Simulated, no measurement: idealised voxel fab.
The document below concerns the process module designated voxel gate over fins.
Cross-section cut spans 210 nm and uses square cells 5 nm in size.
Think of the cross-section as a grid of square cells. We describe it in bands, top to bottom, and each band covers one or more rows of those cells. Heights first: top, then bottom, in nm. Then materials, left to right, each with a width in nm. "all across" on a single material: fills the band edge to edge. "empty": empty space. The level at which height equals 0 is the one under which the wafer, as it arrives, is entirely one material. No lower edge exists for the bottom band, which continues downward and is notated as in "z 0 and below". Quick explanation for "30->40": the width changes in equal steps down the rows of cells, from the first number in the band's top row to the second number in its bottom row. Take "remained unchanged" at face value: in the step it is given for, the cross-section changed in none of its cells. Look at "Closed cavity list" for the closed voids: empty spaces with no open path to the top, sized 8 cells or up. Each is width x height at distance, distance from the left edge, all nm. Read whatever lies past the settings on a step's line as the simulator's own remark about the step. overlay nm: where the mask lay relative to plan, measured to the right, on steps with a mask; negatives go left.

-- These are the steps we planned for the process
1 RECEIVE | material Si
2 CONFORMAL_DEP | material SiN | thk nm 5
3 MASKED_ETCH | tone cover | mask id FINS | width nm 15 | pitch nm 45 | etch materials SiN | depth nm 5 | overlay nm 0
4 MASKED_ETCH | tone cover | mask id FINS | width nm 15 | pitch nm 45 | etch materials Si | depth nm 30 | overlay nm 0
5 FILL_DEP | material SiO2 | thk nm 5
6 CMP | height nm 5
7 SELECTIVE_ETCH | etch materials SiO2 | depth nm 15
8 STRIP | etch materials SiN
9 CONFORMAL_DEP | material HfO2 | thk nm 5
10 CONFORMAL_DEP | material TiN | thk nm 5
11 FILL_DEP | material W | thk nm 10
12 CMP | height nm 15
13 CONFORMAL_DEP | material SiCN | thk nm 10

-- The cross-section here shows the wafer as received, i.e. in its state after step 1
- z 0 and below | Si all across
- Closed cavity list: none

-- The module was run from the start shown above using the plan shown above, but one mistake was made doing it; the resulting wafer cross-section is below
- z 25 to 15 | SiCN all across
- z 15 to 10 | W all across
- z 10 to 5 | W 20 | HfO2 35 | W 10 | HfO2 35 | W 10 | HfO2 35 | W 10 | HfO2 35 | W 20
- z 5 to 0 | W 20 | HfO2 5 | TiN 25 | HfO2 5 | W 10 | HfO2 5 | TiN 25 | HfO2 5 | W 10 | HfO2 5 | TiN 25 | HfO2 5 | W 10 | HfO2 5 | TiN 25 | HfO2 5 | W 20
- z 0 to -5 | HfO2 25 | TiN 5 | Si 15 | TiN 5 | HfO2 20 | TiN 5 | Si 15 | TiN 5 | HfO2 20 | TiN 5 | Si 15 | TiN 5 | HfO2 20 | TiN 5 | Si 15 | TiN 5 | HfO2 25
- z -5 to -10 | TiN 30 | Si 15 | TiN 30 | Si 15 | TiN 30 | Si 15 | TiN 30 | Si 15 | TiN 30
- z -10 to -30 | SiO2 30 | Si 15 | SiO2 30 | Si 15 | SiO2 30 | Si 15 | SiO2 30 | Si 15 | SiO2 30
- z -30 and below | Si all across
- Closed cavity list: none
What was done differently from what was planned? steps 9 and 10 run out of order (swapped)
